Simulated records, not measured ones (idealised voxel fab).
Herein follows the process module entitled voxel transistor to metal.
Shown is cross-section cut, with a width of 300 nm and square cells of size 5 nm.
Reading order for cross-sections: top band down to bottom band. Underlying form: a grid of square cells. Band size: one or more rows of cells.
Within each band entry, the heights of the top and of the bottom of the band appear first, in that order and in nm; the materials of the band then follow from left to right, each with its corresponding width in nm. The designation "edge to edge" on a single material indicates that it fills the band from edge to edge; the designation "empty" indicates empty space.
Where do heights start? At 0: under that level the wafer as delivered is made of one material only. And the lowest band has no floor; it just carries on downward, as in "0 -> down".
Width: "30->40" (first number = top row, second number = bottom row, same change from row to row of cells).
What does "no change" mean for a step? It means no cell of the cross-section changed in that step.
So "Unvented internal voids" is basically the list of trapped voids: any empty space of 8 cells or more that can't reach the top through an opening. They're written width x height at distance, the distance being from the left edge, and it's all nm.
Whatever follows a step's settings on its line is a remark the simulator itself makes about that step.
For masked steps, "overlay nm" on the step line gives how far right of plan the mask actually lay; a minus sign means it lay to the left.
Structure of the following material. The material consists of pairs of cross-sections. Each pair comprises the cross-section before one process step and the cross-section after that step, the latter shown only down to the lowest band that changed. The step between the cross-sections is specified beneath each pair, including its settings. Pairs are not necessarily consecutive: they may derive from different runs of this module performed on the same starting wafer. Continuity with the pair above is to be assumed only where the entry headed "Pre-process state" of the pair in question states it.

[Pre-process state]
	15 -> 0 = SiO2: 50 / empty: 90 / SiO2: 20 / empty: 90 / SiO2: 50
	0 -> -5 = SiO2 edge to edge
	-5 -> -40 = SiO2: 55 / Si: 80 / SiO2: 30 / Si: 80 / SiO2: 55
	-40 -> down = Si edge to edge
	Unvented internal voids: none

[Resultant Cross-Section]
	10 -> -5 = SiO2: 45 / empty: 100 / SiO2: 10 / empty: 100 / SiO2: 45
	below -5: unchanged
	Unvented internal voids: none
Formally, the process step situated between the two cross-sections above is SELECTIVE_ETCH, etch materials SiO2, depth nm 5

Pre-process state: Please consult the pair immediately above; the cross-section it shows after its step is the state before this step.

[Resultant Cross-Section]
	5 -> -5 = SiO2: 40 / empty: 220 / SiO2: 40
	-5 -> -10 = SiO2: 40 / empty: 15 / Si: 80 / empty: 30 / Si: 80 / empty: 15 / SiO2: 40
	below -10: unchanged
	Unvented internal voids: none
Formally, the process step situated between the two cross-sections above is SELECTIVE_ETCH, etch materials SiO2, depth nm 5

Pre-process state: Please consult the pair immediately above; the cross-section it shows after its step is the state before this step.

[Resultant Cross-Section]
	5 -> -5 = SiO2: 40 / empty: 220 / SiO2: 40
	-5 -> -10 = SiO2: 40 / empty: 15 / SiO2: 80 / empty: 30 / SiO2: 80 / empty: 15 / SiO2: 40
	-10 -> -15 = SiO2: 60 / Si: 70 / SiO2: 40 / Si: 70 / SiO2: 60
	below -15: unchanged
	Unvented internal voids: none
Formally, the process step situated between the two cross-sections above is OXIDIZE, depth nm 5

Pre-process state: Please consult the pair immediately above; the cross-section it shows after its step is the state before this step.

[Resultant Cross-Section]
	35 -> 25 = polySi: 40 / empty: 220 / polySi: 40
	25 -> 20 = polySi: 40 / empty: 15 / polySi: 80 / empty: 30 / polySi: 80 / empty: 15 / polySi: 40
	20 -> 5 = polySi edge to edge
	5 -> -5 = SiO2: 40 / polySi: 220 / SiO2: 40
	-5 -> -10 = SiO2: 40 / polySi: 15 / SiO2: 80 / polySi: 30 / SiO2: 80 / polySi: 15 / SiO2: 40
	below -10: unchanged
	Unvented internal voids: none
Formally, the process step situated between the two cross-sections above is DIRECTIONAL_DEP, material polySi, thk nm 30

Pre-process state: Please consult the pair immediately above; the cross-section it shows after its step is the state before this step.

[Resultant Cross-Section]
	45 -> 35 = SiCN: 40 / empty: 220 / SiCN: 40
	35 -> 30 = polySi: 40 / empty: 15 / SiCN: 80 / empty: 30 / SiCN: 80 / empty: 15 / polySi: 40
	30 -> 25 = polySi: 40 / SiCN: 220 / polySi: 40
	25 -> 20 = polySi: 40 / SiCN: 15 / polySi: 80 / SiCN: 30 / polySi: 80 / SiCN: 15 / polySi: 40
	below 20: unchanged
	Unvented internal voids: none
Formally, the process step situated between the two cross-sections above is DIRECTIONAL_DEP, material SiCN, thk nm 10

Pre-process state: Please consult the pair immediately above; the cross-section it shows after its step is the state before this step.

[Resultant Cross-Section]
	35 -> 25 = polySi: 40 / empty: 45 / SiCN: 20 / empty: 90 / SiCN: 20 / empty: 45 / polySi: 40
	25 -> 20 = polySi: 40 / empty: 15 / polySi: 80 / empty: 30 / polySi: 80 / empty: 15 / polySi: 40
	below 20: unchanged
	Unvented internal voids: none
Formally, the process step situated between the two cross-sections above is MASKED_ETCH, tone cover, mask id GATE, width nm 20, pitch nm 110, etch materials SiCN, depth nm 20, overlay nm 0

Pre-process state: Please consult the pair immediately above; the cross-section it shows after its step is the state before this step.

[Resultant Cross-Section]
	35 -> 25 = empty: 85 / SiCN: 20 / empty: 90 / SiCN: 20 / empty: 85
	25 -> 5 = empty: 85 / polySi: 20 / empty: 90 / polySi: 20 / empty: 85
	5 -> -5 = SiO2: 40 / empty: 45 / polySi: 20 / empty: 90 / polySi: 20 / empty: 45 / SiO2: 40
	-5 -> -10 = SiO2: 40 / empty: 15 / SiO2: 80 / empty: 30 / SiO2: 80 / empty: 15 / SiO2: 40
	below -10: unchanged
	Unvented internal voids: none
Formally, the process step situated between the two cross-sections above is MASKED_ETCH, tone cover, mask id GATE, width nm 20, pitch nm 110, etch materials polySi, depth nm 40, overlay nm 0

Pre-process state: Please consult the pair immediately above; the cross-section it shows after its step is the state before this step.

[Resultant Cross-Section]
	40 -> 35 = empty: 80 / SiO2: 30 / empty: 80 / SiO2: 30 / empty: 80
	35 -> 25 = empty: 80 / SiO2: 5 / SiCN: 20 / SiO2: 5 / empty: 80 / SiO2: 5 / SiCN: 20 / SiO2: 5 / empty: 80
	25 -> 10 = empty: 80 / SiO2: 5 / polySi: 20 / SiO2: 5 / empty: 80 / SiO2: 5 / polySi: 20 / SiO2: 5 / empty: 80
	10 -> 0 = SiO2: 45 / empty: 35 / SiO2: 5 / polySi: 20 / SiO2: 5 / empty: 80 / SiO2: 5 / polySi: 20 / SiO2: 5 / empty: 35 / SiO2: 45
	0 -> -5 = SiO2: 45 / empty: 5 / SiO2: 35 / polySi: 20 / SiO2: 35 / empty: 20 / SiO2: 35 / polySi: 20 / SiO2: 35 / empty: 5 / SiO2: 45
	-5 -> -10 = SiO2 edge to edge
	below -10: unchanged
	Unvented internal voids: none
Formally, the process step situated between the two cross-sections above is CONFORMAL_DEP, material SiO2, thk nm 5

Pre-process state: Please consult the pair immediately above; the cross-section it shows after its step is the state before this step.

[Resultant Cross-Section]
	35 -> 25 = empty: 80 / SiO2: 5 / SiCN: 20 / SiO2: 5 / empty: 80 / SiO2: 5 / SiCN: 20 / SiO2: 5 / empty: 80
	25 -> 5 = empty: 80 / SiO2: 5 / polySi: 20 / SiO2: 5 / empty: 80 / SiO2: 5 / polySi: 20 / SiO2: 5 / empty: 80
	5 -> -5 = SiO2: 45 / empty: 35 / SiO2: 5 / polySi: 20 / SiO2: 5 / empty: 80 / SiO2: 5 / polySi: 20 / SiO2: 5 / empty: 35 / SiO2: 45
	-5 -> -10 = SiO2: 45 / empty: 5 / SiO2: 90 / empty: 20 / SiO2: 90 / empty: 5 / SiO2: 45
	below -10: unchanged
	Unvented internal voids: none
Formally, the process step situated between the two cross-sections above is DIRECTIONAL_ETCH, etch materials SiO2, depth nm 5

Pre-process state: Please consult the pair immediately above; the cross-section it shows after its step is the state before this step.

[Resultant Cross-Section]
	40 -> 35 = empty: 75 / SiN: 40 / empty: 70 / SiN: 40 / empty: 75
	35 -> 25 = empty: 75 / SiN: 5 / SiO2: 5 / SiCN: 20 / SiO2: 5 / SiN: 5 / empty: 70 / SiN: 5 / SiO2: 5 / SiCN: 20 / SiO2: 5 / SiN: 5 / empty: 75
	25 -> 10 = empty: 75 / SiN: 5 / SiO2: 5 / polySi: 20 / SiO2: 5 / SiN: 5 / empty: 70 / SiN: 5 / SiO2: 5 / polySi: 20 / SiO2: 5 / SiN: 5 / empty: 75
	10 -> 5 = SiN: 50 / empty: 25 / SiN: 5 / SiO2: 5 / polySi: 20 / SiO2: 5 / SiN: 5 / empty: 70 / SiN: 5 / SiO2: 5 / polySi: 20 / SiO2: 5 / SiN: 5 / empty: 25 / SiN: 50
	5 -> 0 = SiO2: 45 / SiN: 5 / empty: 25 / SiN: 5 / SiO2: 5 / polySi: 20 / SiO2: 5 / SiN: 5 / empty: 70 / SiN: 5 / SiO2: 5 / polySi: 20 / SiO2: 5 / SiN: 5 / empty: 25 / SiN: 5 / SiO2: 45
	0 -> -5 = SiO2: 45 / SiN: 35 / SiO2: 5 / polySi: 20 / SiO2: 5 / SiN: 35 / empty: 10 / SiN: 35 / SiO2: 5 / polySi: 20 / SiO2: 5 / SiN: 35 / SiO2: 45
	-5 -> -10 = SiO2: 45 / SiN: 5 / SiO2: 90 / SiN: 20 / SiO2: 90 / SiN: 5 / SiO2: 45
	below -10: unchanged
	Unvented internal voids: none
Formally, the process step situated between the two cross-sections above is CONFORMAL_DEP, material SiN, thk nm 5

Pre-process state: Please consult the pair immediately above; the cross-section it shows after its step is the state before this step.

[Resultant Cross-Section]
	35 -> 25 = empty: 75 / SiN: 5 / SiO2: 5 / SiCN: 20 / SiO2: 5 / SiN: 5 / empty: 70 / SiN: 5 / SiO2: 5 / SiCN: 20 / SiO2: 5 / SiN: 5 / empty: 75
	25 -> 5 = empty: 75 / SiN: 5 / SiO2: 5 / polySi: 20 / SiO2: 5 / SiN: 5 / empty: 70 / SiN: 5 / SiO2: 5 / polySi: 20 / SiO2: 5 / SiN: 5 / empty: 75
	5 -> -5 = SiO2: 45 / SiN: 5 / empty: 25 / SiN: 5 / SiO2: 5 / polySi: 20 / SiO2: 5 / SiN: 5 / empty: 70 / SiN: 5 / SiO2: 5 / polySi: 20 / SiO2: 5 / SiN: 5 / empty: 25 / SiN: 5 / SiO2: 45
	-5 -> -10 = SiO2: 45 / SiN: 5 / SiO2: 90 / SiN: 5 / empty: 10 / SiN: 5 / SiO2: 90 / SiN: 5 / SiO2: 45
	below -10: unchanged
	Unvented internal voids: none
Formally, the process step situated between the two cross-sections above is DIRECTIONAL_ETCH, etch materials SiN, depth nm 5

Pre-process state: Please consult the pair immediately above; the cross-section it shows after its step is the state before this step.

[Resultant Cross-Section]
	35 -> 30 = empty: 75 / SiN: 5 / empty: 5 / SiCN: 20 / empty: 5 / SiN: 5 / empty: 70 / SiN: 5 / empty: 5 / SiCN: 20 / empty: 5 / SiN: 5 / empty: 75
	30 -> 25 = empty: 75 / SiN: 5 / SiO2: 5 / SiCN: 20 / SiO2: 5 / SiN: 5 / empty: 70 / SiN: 5 / SiO2: 5 / SiCN: 20 / SiO2: 5 / SiN: 5 / empty: 75
	25 -> 5 = empty: 75 / SiN: 5 / SiO2: 5 / polySi: 20 / SiO2: 5 / SiN: 5 / empty: 70 / SiN: 5 / SiO2: 5 / polySi: 20 / SiO2: 5 / SiN: 5 / empty: 75
	5 -> 0 = empty: 45 / SiN: 5 / empty: 25 / SiN: 5 / SiO2: 5 / polySi: 20 / SiO2: 5 / SiN: 5 / empty: 70 / SiN: 5 / SiO2: 5 / polySi: 20 / SiO2: 5 / SiN: 5 / empty: 25 / SiN: 5 / empty: 45
	0 -> -5 = SiO2: 45 / SiN: 5 / empty: 25 / SiN: 5 / SiO2: 5 / polySi: 20 / SiO2: 5 / SiN: 5 / empty: 70 / SiN: 5 / SiO2: 5 / polySi: 20 / SiO2: 5 / SiN: 5 / empty: 25 / SiN: 5 / SiO2: 45
	-5 -> -10 = SiO2: 45 / SiN: 5 / empty: 25 / SiO2: 40 / empty: 25 / SiN: 5 / empty: 10 / SiN: 5 / empty: 25 / SiO2: 40 / empty: 25 / SiN: 5 / SiO2: 45
	-10 -> -15 = SiO2: 60 / Si: 70 / SiO2: 15 / empty: 10 / SiO2: 15 / Si: 70 / SiO2: 60
	below -15: unchanged
	Unvented internal voids: none
Formally, the process step situated between the two cross-sections above is DIRECTIONAL_ETCH, etch materials SiO2, depth nm 5

Pre-process state: Please consult the pair immediately above; the cross-section it shows after its step is the state before this step.

[Resultant Cross-Section]
	35 -> 30 = empty: 75 / SiN: 5 / empty: 5 / SiCN: 20 / empty: 5 / SiN: 5 / empty: 70 / SiN: 5 / empty: 5 / SiCN: 20 / empty: 5 / SiN: 5 / empty: 75
	30 -> 25 = empty: 75 / SiN: 5 / SiO2: 5 / SiCN: 20 / SiO2: 5 / SiN: 5 / empty: 70 / SiN: 5 / SiO2: 5 / SiCN: 20 / SiO2: 5 / SiN: 5 / empty: 75
	25 -> 5 = empty: 75 / SiN: 5 / SiO2: 5 / polySi: 20 / SiO2: 5 / SiN: 5 / empty: 70 / SiN: 5 / SiO2: 5 / polySi: 20 / SiO2: 5 / SiN: 5 / empty: 75
	5 -> 0 = empty: 45 / SiN: 5 / empty: 25 / SiN: 5 / SiO2: 5 / polySi: 20 / SiO2: 5 / SiN: 5 / empty: 70 / SiN: 5 / SiO2: 5 / polySi: 20 / SiO2: 5 / SiN: 5 / empty: 25 / SiN: 5 / empty: 45
	0 -> -5 = SiO2: 45 / SiN: 5 / empty: 25 / SiN: 5 / SiO2: 5 / polySi: 20 / SiO2: 5 / SiN: 5 / empty: 70 / SiN: 5 / SiO2: 5 / polySi: 20 / SiO2: 5 / SiN: 5 / empty: 25 / SiN: 5 / SiO2: 45
	-5 -> -10 = SiO2: 45 / SiN: 5 / empty: 25 / SiO2: 40 / empty: 25 / SiN: 5 / empty: 10 / SiN: 5 / empty: 25 / SiO2: 40 / empty: 25 / SiN: 5 / SiO2: 45
	-10 -> -15 = SiO2: 60 / empty: 15 / Si: 40 / empty: 15 / SiO2: 15 / empty: 10 / SiO2: 15 / empty: 15 / Si: 40 / empty: 15 / SiO2: 60
	-15 -> -25 = SiO2: 55 / Si: 5 / empty: 15 / Si: 40 / empty: 15 / Si: 5 / SiO2: 30 / Si: 5 / empty: 15 / Si: 40 / empty: 15 / Si: 5 / SiO2: 55
	below -25: unchanged
	Unvented internal voids: none
Formally, the process step situated between the two cross-sections above is DIRECTIONAL_ETCH, etch materials Si, depth nm 15

Pre-process state: Please consult the pair immediately above; the cross-section it shows after its step is the state before this step.

[Resultant Cross-Section]
	35 -> 30 = empty: 75 / SiN: 5 / empty: 5 / SiCN: 20 / empty: 5 / SiN: 5 / empty: 70 / SiN: 5 / empty: 5 / SiCN: 20 / empty: 5 / SiN: 5 / empty: 75
	30 -> 25 = empty: 75 / SiN: 5 / SiO2: 5 / SiCN: 20 / SiO2: 5 / SiN: 5 / empty: 70 / SiN: 5 / SiO2: 5 / SiCN: 20 / SiO2: 5 / SiN: 5 / empty: 75
	25 -> 5 = empty: 75 / SiN: 5 / SiO2: 5 / polySi: 20 / SiO2: 5 / SiN: 5 / empty: 70 / SiN: 5 / SiO2: 5 / polySi: 20 / SiO2: 5 / SiN: 5 / empty: 75
	5 -> 0 = empty: 45 / SiN: 5 / empty: 10 / SiGe: 15 / SiN: 5 / SiO2: 5 / polySi: 20 / SiO2: 5 / SiN: 5 / SiGe: 15 / empty: 40 / SiGe: 15 / SiN: 5 / SiO2: 5 / polySi: 20 / SiO2: 5 / SiN: 5 / SiGe: 15 / empty: 10 / SiN: 5 / empty: 45
	0 -> -5 = SiO2: 45 / SiN: 5 / SiGe: 25 / SiN: 5 / SiO2: 5 / polySi: 20 / SiO2: 5 / SiN: 5 / SiGe: 25 / empty: 20 / SiGe: 25 / SiN: 5 / SiO2: 5 / polySi: 20 / SiO2: 5 / SiN: 5 / SiGe: 25 / SiN: 5 / SiO2: 45
	-5 -> -10 = SiO2: 45 / SiN: 5 / SiGe: 25 / SiO2: 40 / SiGe: 25 / SiN: 5 / empty: 10 / SiN: 5 / SiGe: 25 / SiO2: 40 / SiGe: 25 / SiN: 5 / SiO2: 45
	-10 -> -15 = SiO2: 60 / SiGe: 15 / Si: 40 / SiGe: 15 / SiO2: 15 / empty: 10 / SiO2: 15 / SiGe: 15 / Si: 40 / SiGe: 15 / SiO2: 60
	-15 -> -25 = SiO2: 55 / Si: 5 / SiGe: 15 / Si: 40 / SiGe: 15 / Si: 5 / SiO2: 30 / Si: 5 / SiGe: 15 / Si: 40 / SiGe: 15 / Si: 5 / SiO2: 55
	below -25: unchanged
	Unvented internal voids: none
Formally, the process step situated between the two cross-sections above is EPI, material SiGe, thk nm 15

Pre-process state: Please consult the pair immediately above; the cross-section it shows after its step is the state before this step.

[Resultant Cross-Section]
	40 -> 35 = SiO2 edge to edge
	35 -> 25 = SiO2: 75 / SiN: 5 / SiO2: 5 / SiCN: 20 / SiO2: 5 / SiN: 5 / SiO2: 70 / SiN: 5 / SiO2: 5 / SiCN: 20 / SiO2: 5 / SiN: 5 / SiO2: 75
	25 -> 5 = SiO2: 75 / SiN: 5 / SiO2: 5 / polySi: 20 / SiO2: 5 / SiN: 5 / SiO2: 70 / SiN: 5 / SiO2: 5 / polySi: 20 / SiO2: 5 / SiN: 5 / SiO2: 75
	5 -> 0 = SiO2: 45 / SiN: 5 / SiO2: 10 / SiGe: 15 / SiN: 5 / SiO2: 5 / polySi: 20 / SiO2: 5 / SiN: 5 / SiGe: 15 / SiO2: 40 / SiGe: 15 / SiN: 5 / SiO2: 5 / polySi: 20 / SiO2: 5 / SiN: 5 / SiGe: 15 / SiO2: 10 / SiN: 5 / SiO2: 45
	0 -> -5 = SiO2: 45 / SiN: 5 / SiGe: 25 / SiN: 5 / SiO2: 5 / polySi: 20 / SiO2: 5 / SiN: 5 / SiGe: 25 / SiO2: 20 / SiGe: 25 / SiN: 5 / SiO2: 5 / polySi: 20 / SiO2: 5 / SiN: 5 / SiGe: 25 / SiN: 5 / SiO2: 45
	-5 -> -10 = SiO2: 45 / SiN: 5 / SiGe: 25 / SiO2: 40 / SiGe: 25 / SiN: 5 / SiO2: 10 / SiN: 5 / SiGe: 25 / SiO2: 40 / SiGe: 25 / SiN: 5 / SiO2: 45
	-10 -> -15 = SiO2: 60 / SiGe: 15 / Si: 40 / SiGe: 15 / SiO2: 40 / SiGe: 15 / Si: 40 / SiGe: 15 / SiO2: 60
	below -15: unchanged
	Unvented internal voids: none
Formally, the process step situated between the two cross-sections above is FILL_DEP, material SiO2, thk nm 5

Pre-process state: Please consult the pair immediately above; the cross-section it shows after its step is the state before this step.

[Resultant Cross-Section]
	35 -> 25 = SiO2: 75 / SiN: 5 / SiO2: 5 / SiCN: 20 / SiO2: 5 / SiN: 5 / SiO2: 70 / SiN: 5 / SiO2: 5 / SiCN: 20 / SiO2: 5 / SiN: 5 / SiO2: 75
	below 25: unchanged
	Unvented internal voids: none
Formally, the process step situated between the two cross-sections above is CMP, height nm 35

Pre-process state: Please consult the pair immediately above; the cross-section it shows after its step is the state before this step.

[Resultant Cross-Section]
	45 -> 35 = SiO2 edge to edge
	below 35: unchanged
	Unvented internal voids: none
Formally, the process step situated between the two cross-sections above is DIRECTIONAL_DEP, material SiO2, thk nm 10

Pre-process state: Please consult the pair immediately above; the cross-section it shows after its step is the state before this step.

[Resultant Cross-Section]
	60 -> 45 = aC edge to edge
	below 45: unchanged
	Unvented internal voids: none
Formally, the process step situated between the two cross-sections above is DIRECTIONAL_DEP, material aC, thk nm 15

Pre-process state: Please consult the pair immediately above; the cross-section it shows after its step is the state before this step.

[Resultant Cross-Section]
	95 -> 60 = resist: 55 / empty: 15 / resist: 50 / empty: 15 / resist: 30 / empty: 15 / resist: 50 / empty: 15 / resist: 55
	below 60: unchanged
	Unvented internal voids: none
Formally, the process step situated between the two cross-sections above is PATTERN, tone open, mask id CONTACT, material resist, width nm 15, thk nm 35, overlay nm 0

Pre-process state: Please consult the pair immediately above; the cross-section it shows after its step is the state before this step.

[Resultant Cross-Section]
	80 -> 60 = resist: 55 / empty: 15 / resist: 50 / empty: 15 / resist: 30 / empty: 15 / resist: 50 / empty: 15 / resist: 55
	60 -> 45 = aC: 55 / empty: 15 / aC: 50 / empty: 15 / aC: 30 / empty: 15 / aC: 50 / empty: 15 / aC: 55
	below 45: unchanged
	Unvented internal voids: none
Formally, the process step situated between the two cross-sections above is DIRECTIONAL_ETCH, etch materials aC, depth nm 15

Pre-process state: Please consult the pair immediately above; the cross-section it shows after its step is the state before this step.

[Resultant Cross-Section]
	60 -> 45 = aC: 55 / empty: 15 / aC: 50 / empty: 15 / aC: 30 / empty: 15 / aC: 50 / empty: 15 / aC: 55
	below 45: unchanged
	Unvented internal voids: none
Formally, the process step situated between the two cross-sections above is STRIP, etch materials resist

Pre-process state: Please consult the pair immediately above; the cross-section it shows after its step is the state before this step.

[Resultant Cross-Section]
	60 -> 45 = aC: 55 / empty: 15 / aC: 50 / empty: 15 / aC: 30 / empty: 15 / aC: 50 / empty: 15 / aC: 55
	45 -> 35 = SiO2: 55 / empty: 15 / SiO2: 50 / empty: 15 / SiO2: 30 / empty: 15 / SiO2: 50 / empty: 15 / SiO2: 55
	35 -> 25 = SiO2: 55 / empty: 15 / SiO2: 5 / SiN: 5 / SiO2: 5 / SiCN: 20 / SiO2: 5 / SiN: 5 / SiO2: 5 / empty: 15 / SiO2: 30 / empty: 15 / SiO2: 5 / SiN: 5 / SiO2: 5 / SiCN: 20 / SiO2: 5 / SiN: 5 / SiO2: 5 / empty: 15 / SiO2: 55
	25 -> 5 = SiO2: 55 / empty: 15 / SiO2: 5 / SiN: 5 / SiO2: 5 / polySi: 20 / SiO2: 5 / SiN: 5 / SiO2: 5 / empty: 15 / SiO2: 30 / empty: 15 / SiO2: 5 / SiN: 5 / SiO2: 5 / polySi: 20 / SiO2: 5 / SiN: 5 / SiO2: 5 / empty: 15 / SiO2: 55
	5 -> 0 = SiO2: 45 / SiN: 5 / SiO2: 5 / empty: 5 / SiGe: 15 / SiN: 5 / SiO2: 5 / polySi: 20 / SiO2: 5 / SiN: 5 / SiGe: 15 / empty: 5 / SiO2: 30 / empty: 5 / SiGe: 15 / SiN: 5 / SiO2: 5 / polySi: 20 / SiO2: 5 / SiN: 5 / SiGe: 15 / empty: 5 / SiO2: 5 / SiN: 5 / SiO2: 45
	below 0: unchanged
	Unvented internal voids: none
Formally, the process step situated between the two cross-sections above is DIRECTIONAL_ETCH, etch materials SiO2, depth nm 55

Pre-process state: Please consult the pair immediately above; the cross-section it shows after its step is the state before this step.

[Resultant Cross-Section]
	45 -> 35 = SiO2: 55 / empty: 15 / SiO2: 50 / empty: 15 / SiO2: 30 / empty: 15 / SiO2: 50 / empty: 15 / SiO2: 55
	below 35: unchanged
	Unvented internal voids: none
Formally, the process step situated between the two cross-sections above is STRIP, etch materials aC

Pre-process state: Please consult the pair immediately above; the cross-section it shows after its step is the state before this step.

[Resultant Cross-Section]
	50 -> 45 = TiN: 60 / empty: 5 / TiN: 60 / empty: 5 / TiN: 40 / empty: 5 / TiN: 60 / empty: 5 / TiN: 60
	45 -> 35 = SiO2: 55 / TiN: 5 / empty: 5 / TiN: 5 / SiO2: 50 / TiN: 5 / empty: 5 / TiN: 5 / SiO2: 30 / TiN: 5 / empty: 5 / TiN: 5 / SiO2: 50 / TiN: 5 / empty: 5 / TiN: 5 / SiO2: 55
	35 -> 25 = SiO2: 55 / TiN: 5 / empty: 5 / TiN: 5 / SiO2: 5 / SiN: 5 / SiO2: 5 / SiCN: 20 / SiO2: 5 / SiN: 5 / SiO2: 5 / TiN: 5 / empty: 5 / TiN: 5 / SiO2: 30 / TiN: 5 / empty: 5 / TiN: 5 / SiO2: 5 / SiN: 5 / SiO2: 5 / SiCN: 20 / SiO2: 5 / SiN: 5 / SiO2: 5 / TiN: 5 / empty: 5 / TiN: 5 / SiO2: 55
	25 -> 10 = SiO2: 55 / TiN: 5 / empty: 5 / TiN: 5 / SiO2: 5 / SiN: 5 / SiO2: 5 / polySi: 20 / SiO2: 5 / SiN: 5 / SiO2: 5 / TiN: 5 / empty: 5 / TiN: 5 / SiO2: 30 / TiN: 5 / empty: 5 / TiN: 5 / SiO2: 5 / SiN: 5 / SiO2: 5 / polySi: 20 / SiO2: 5 / SiN: 5 / SiO2: 5 / TiN: 5 / empty: 5 / TiN: 5 / SiO2: 55
	10 -> 5 = SiO2: 55 / TiN: 15 / SiO2: 5 / SiN: 5 / SiO2: 5 / polySi: 20 / SiO2: 5 / SiN: 5 / SiO2: 5 / TiN: 15 / SiO2: 30 / TiN: 15 / SiO2: 5 / SiN: 5 / SiO2: 5 / polySi: 20 / SiO2: 5 / SiN: 5 / SiO2: 5 / TiN: 15 / SiO2: 55
	5 -> 0 = SiO2: 45 / SiN: 5 / SiO2: 5 / TiN: 5 / SiGe: 15 / SiN: 5 / SiO2: 5 / polySi: 20 / SiO2: 5 / SiN: 5 / SiGe: 15 / TiN: 5 / SiO2: 30 / TiN: 5 / SiGe: 15 / SiN: 5 / SiO2: 5 / polySi: 20 / SiO2: 5 / SiN: 5 / SiGe: 15 / TiN: 5 / SiO2: 5 / SiN: 5 / SiO2: 45
	below 0: unchanged
	Unvented internal voids: none
Formally, the process step situated between the two cross-sections above is CONFORMAL_DEP, material TiN, thk nm 5

Pre-process state: Please consult the pair immediately above; the cross-section it shows after its step is the state before this step.

[Resultant Cross-Section]
	55 -> 50 = W edge to edge
	50 -> 45 = TiN: 60 / W: 5 / TiN: 60 / W: 5 / TiN: 40 / W: 5 / TiN: 60 / W: 5 / TiN: 60
	45 -> 35 = SiO2: 55 / TiN: 5 / W: 5 / TiN: 5 / SiO2: 50 / TiN: 5 / W: 5 / TiN: 5 / SiO2: 30 / TiN: 5 / W: 5 / TiN: 5 / SiO2: 50 / TiN: 5 / W: 5 / TiN: 5 / SiO2: 55
	35 -> 25 = SiO2: 55 / TiN: 5 / W: 5 / TiN: 5 / SiO2: 5 / SiN: 5 / SiO2: 5 / SiCN: 20 / SiO2: 5 / SiN: 5 / SiO2: 5 / TiN: 5 / W: 5 / TiN: 5 / SiO2: 30 / TiN: 5 / W: 5 / TiN: 5 / SiO2: 5 / SiN: 5 / SiO2: 5 / SiCN: 20 / SiO2: 5 / SiN: 5 / SiO2: 5 / TiN: 5 / W: 5 / TiN: 5 / SiO2: 55
	25 -> 10 = SiO2: 55 / TiN: 5 / W: 5 / TiN: 5 / SiO2: 5 / SiN: 5 / SiO2: 5 / polySi: 20 / SiO2: 5 / SiN: 5 / SiO2: 5 / TiN: 5 / W: 5 / TiN: 5 / SiO2: 30 / TiN: 5 / W: 5 / TiN: 5 / SiO2: 5 / SiN: 5 / SiO2: 5 / polySi: 20 / SiO2: 5 / SiN: 5 / SiO2: 5 / TiN: 5 / W: 5 / TiN: 5 / SiO2: 55
	below 10: unchanged
	Unvented internal voids: none
Formally, the process step situated between the two cross-sections above is FILL_DEP, material W, thk nm 5

Pre-process state: Please consult the pair immediately above; the cross-section it shows after its step is the state before this step.

[Resultant Cross-Section]
	45 -> 35 = SiO2: 55 / TiN: 5 / W: 5 / TiN: 5 / SiO2: 50 / TiN: 5 / W: 5 / TiN: 5 / SiO2: 30 / TiN: 5 / W: 5 / TiN: 5 / SiO2: 50 / TiN: 5 / W: 5 / TiN: 5 / SiO2: 55
	below 35: unchanged
	Unvented internal voids: none
Formally, the process step situated between the two cross-sections above is CMP, height nm 45

Pre-process state: Please consult the pair immediately above; the cross-section it shows after its step is the state before this step.

[Resultant Cross-Section]
	50 -> 45 = TiN edge to edge
	below 45: unchanged
	Unvented internal voids: none
Formally, the process step situated between the two cross-sections above is DIRECTIONAL_DEP, material TiN, thk nm 5

Pre-process state: Please consult the pair immediately above; the cross-section it shows after its step is the state before this step.

[Resultant Cross-Section]
	70 -> 50 = Ru edge to edge
	below 50: unchanged
	Unvented internal voids: none
Formally, the process step situated between the two cross-sections above is DIRECTIONAL_DEP, material Ru, thk nm 20

Pre-process state: Please consult the pair immediately above; the cross-section it shows after its step is the state before this step.

[Resultant Cross-Section]
	85 -> 70 = empty: 55 / resist: 15 / empty: 50 / resist: 15 / empty: 30 / resist: 15 / empty: 50 / resist: 15 / empty: 55
	below 70: unchanged
	Unvented internal voids: none
Formally, the process step situated between the two cross-sections above is PATTERN, tone cover, mask id METAL_1, material resist, width nm 15, thk nm 15, overlay nm 0

Pre-process state: Please consult the pair immediately above; the cross-section it shows after its step is the state before this step.

[Resultant Cross-Section]
	85 -> 70 = empty: 55 / resist: 15 / empty: 50 / resist: 15 / empty: 30 / resist: 15 / empty: 50 / resist: 15 / empty: 55
	70 -> 50 = empty: 55 / Ru: 15 / empty: 50 / Ru: 15 / empty: 30 / Ru: 15 / empty: 50 / Ru: 15 / empty: 55
	below 50: unchanged
	Unvented internal voids: none
Formally, the process step situated between the two cross-sections above is DIRECTIONAL_ETCH, etch materials Ru, depth nm 20

Pre-process state: Please consult the pair immediately above; the cross-section it shows after its step is the state before this step.

[Resultant Cross-Section]
	85 -> 70 = empty: 55 / resist: 15 / empty: 50 / resist: 15 / empty: 30 / resist: 15 / empty: 50 / resist: 15 / empty: 55
	70 -> 50 = empty: 55 / Ru: 15 / empty: 50 / Ru: 15 / empty: 30 / Ru: 15 / empty: 50 / Ru: 15 / empty: 55
	50 -> 45 = empty: 55 / TiN: 15 / empty: 50 / TiN: 15 / empty: 30 / TiN: 15 / empty: 50 / TiN: 15 / empty: 55
	below 45: unchanged
	Unvented internal voids: none
Formally, the process step situated between the two cross-sections above is DIRECTIONAL_ETCH, etch materials TiN, depth nm 5

Pre-process state: Please consult the pair immediately above; the cross-section it shows after its step is the state before this step.

[Resultant Cross-Section]
	70 -> 50 = empty: 55 / Ru: 15 / empty: 50 / Ru: 15 / empty: 30 / Ru: 15 / empty: 50 / Ru: 15 / empty: 55
	below 50: unchanged
	Unvented internal voids: none
Formally, the process step situated between the two cross-sections above is STRIP, etch materials resist
